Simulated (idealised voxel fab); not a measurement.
process module | voxel spacer lines
cross-section cut | 155 nm wide | cells 5 nm
A cross-section is a grid of square cells, given in bands from the top down. A band is one or more rows of cells.
Each band's line starts with the height of the band's top and of its bottom, in nm. Then come its materials from left to right, each with its width in nm. One material with "throughout" fills the band from edge to edge. "air" is empty space.
Height 0 is the level under which the wafer as received is all one material. The lowest band goes on downwards, as in "0 down".
A width such as "30 to 40" changes by the same amount from each row of cells to the next, from the band's top row to its bottom row.
"no change" after a step means that no cell of the cross-section changed.
closed voids: empty space of 8 cells or more with no open way to the top, each as width x height at its distance from the left edge, in nm
after a step's settings: what the simulator itself notes on the step
overlay nm, on a step with a mask: how far to the right of its planned place the mask lay; to the left if negative
plan
1 op RECEIVE | material Si
2 op CONFORMAL_DEP | material Al2O3 | thk nm 10
3 op DIRECTIONAL_DEP | material W | thk nm 20
4 op DIRECTIONAL_DEP | material aC | thk nm 30
5 op PATTERN | tone cover | mask id MANDREL | material resist | width nm 20 | pitch nm 60 | thk nm 40 | overlay nm 0
6 op DIRECTIONAL_ETCH | etch materials aC | depth nm 30
7 op STRIP | etch materials resist
8 op CONFORMAL_DEP | material SiN | thk nm 10
9 op DIRECTIONAL_ETCH | etch materials SiN | depth nm 10
10 op STRIP | etch materials aC
11 op DIRECTIONAL_ETCH | etch materials W | depth nm 20
12 op STRIP | etch materials SiN
as received, after step 1
  0 down: Si throughout
  closed voids: none
a wafer at the end: this start, this plan, one mistake
  30 to 10: air 35 | W 20 | air 40 | W 20 | air 40
  10 to 0: Al2O3 throughout
  0 down: Si throughout
  closed voids: none
what went wrong: step 5 ran as: op PATTERN | tone open | mask id MANDREL | material resist | width nm 20 | pitch nm 60 | thk nm 40 | overlay nm 0
